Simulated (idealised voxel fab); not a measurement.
process module | voxel self aligned vias
Section shown: cut. Width: 295 nm. Cell size: 5 nm, square.
A cross-section in this document is a grid of square cells, and it is written down as bands, the top band listed before the ones below it; a band is made up of one or more rows of cells. A band entry consists of two parts. The first gives the height of the band's top and the height of its bottom, in nm. The rest lists the band's materials from left to right, each with its width in nm. A single material labelled with the word "all across" fills the band from edge to edge, and the word "air" marks empty space. Height reference: 0 = level under which incoming wafer is all one material. Lowest band: no bottom, runs on downward, e.g. "0 nm and below". The notation "30..40" denotes a width that varies across the rows of cells in the band, beginning at the first number in the top row, finishing at the second number in the bottom row, and changing by an identical amount from each row to the next. A step reported as "no change" is a step in which no cell of the cross-section changed. The label "Closed void register" introduces a list of the empty spaces, 8 cells or larger, that have no open way up to the top; each entry in it reads width x height at distance, where the distance is taken from the left edge and all three are stated in nm. Step line, after settings: the simulator's comment on this step. "overlay nm" denotes, for a step that has a mask, the displacement of the mask to the right of its planned place, with negative values corresponding to the left.

-- List of planned process steps
1 RECEIVE,material Si
2 CONFORMAL_DEP,material SiO2,thk nm 10
3 CONFORMAL_DEP,material SiCN,thk nm 5
4 DIRECTIONAL_DEP,material lowk,thk nm 25
5 DIRECTIONAL_DEP,material aC,thk nm 10
6 PATTERN,tone open,mask id LINES,material resist,width nm 25,pitch nm 50,thk nm 30,overlay nm 0
7 DIRECTIONAL_ETCH,etch materials aC,depth nm 10
8 STRIP,etch materials resist
9 DIRECTIONAL_ETCH,etch materials lowk,depth nm 25
10 STRIP,etch materials aC
11 CONFORMAL_DEP,material TiN,thk nm 5
12 FILL_DEP,material Ru,thk nm 5
13 CMP,height nm 40
14 SELECTIVE_ETCH,etch materials W Ru TiN,depth nm 5
15 FILL_DEP,material SiN,thk nm 10
16 CMP,height nm 40
17 DIRECTIONAL_DEP,material lowk,thk nm 15
18 PATTERN,tone open,mask id VIAS,material resist,width nm 35,thk nm 15,overlay nm 0
19 DIRECTIONAL_ETCH,etch materials lowk,depth nm 15
20 DIRECTIONAL_ETCH,etch materials SiN,depth nm 5
21 STRIP,etch materials resist
22 CONFORMAL_DEP,material TiN,thk nm 5
23 FILL_DEP,material Cu,thk nm 10
24 CMP,height nm 55
25 CONFORMAL_DEP,material SiCN,thk nm 5

-- So this is the incoming wafer in cross-section - it's already been through step 1
  0 nm and below | Si all across
  Closed void register: none

-- Module complete - cross-section of the first of two wafers, run according to plan
  60 nm to 55 nm | SiCN all across
  55 nm to 45 nm | lowk=105 | TiN=5 | Cu=25 | TiN=5 | lowk=155
  45 nm to 40 nm | lowk=105 | TiN=10 | Cu=15 | TiN=10 | lowk=155
  40 nm to 35 nm | lowk=110 | TiN=25 | lowk=25 | SiN=25 | lowk=110
  35 nm to 20 nm | lowk=110 | TiN=5 | Ru=15 | TiN=5 | lowk=25 | TiN=5 | Ru=15 | TiN=5 | lowk=110
  20 nm to 15 nm | lowk=110 | TiN=25 | lowk=25 | TiN=25 | lowk=110
  15 nm to 10 nm | SiCN all across
  10 nm to 0 nm | SiO2 all across
  0 nm and below | Si all across
  Closed void register: none

-- second wafer at the end: like start, like plan, one mistake
  60 nm to 55 nm | SiCN all across
  55 nm to 40 nm | lowk=105 | TiN=5 | Cu=25 | TiN=5 | lowk=155
  40 nm to 35 nm | lowk=105 | TiN=35 | lowk=20 | SiN=25 | lowk=110
  35 nm to 25 nm | lowk=105 | TiN=10 | Ru=15 | TiN=10 | lowk=20 | TiN=5 | Ru=15 | TiN=5 | lowk=110
  25 nm to 20 nm | lowk=110 | TiN=5 | Ru=15 | TiN=5 | lowk=25 | TiN=5 | Ru=15 | TiN=5 | lowk=110
  20 nm to 15 nm | lowk=110 | TiN=25 | lowk=25 | TiN=25 | lowk=110
  15 nm to 10 nm | SiCN all across
  10 nm to 0 nm | SiO2 all across
  0 nm and below | Si all across
  Closed void register: none
What was done differently from what was planned? regarding the plan, step 19 was run twice
Wafer comparison, final, in cells, second relative to first, materials more or fewer: +2 Cu; +4 TiN; -6 lowk
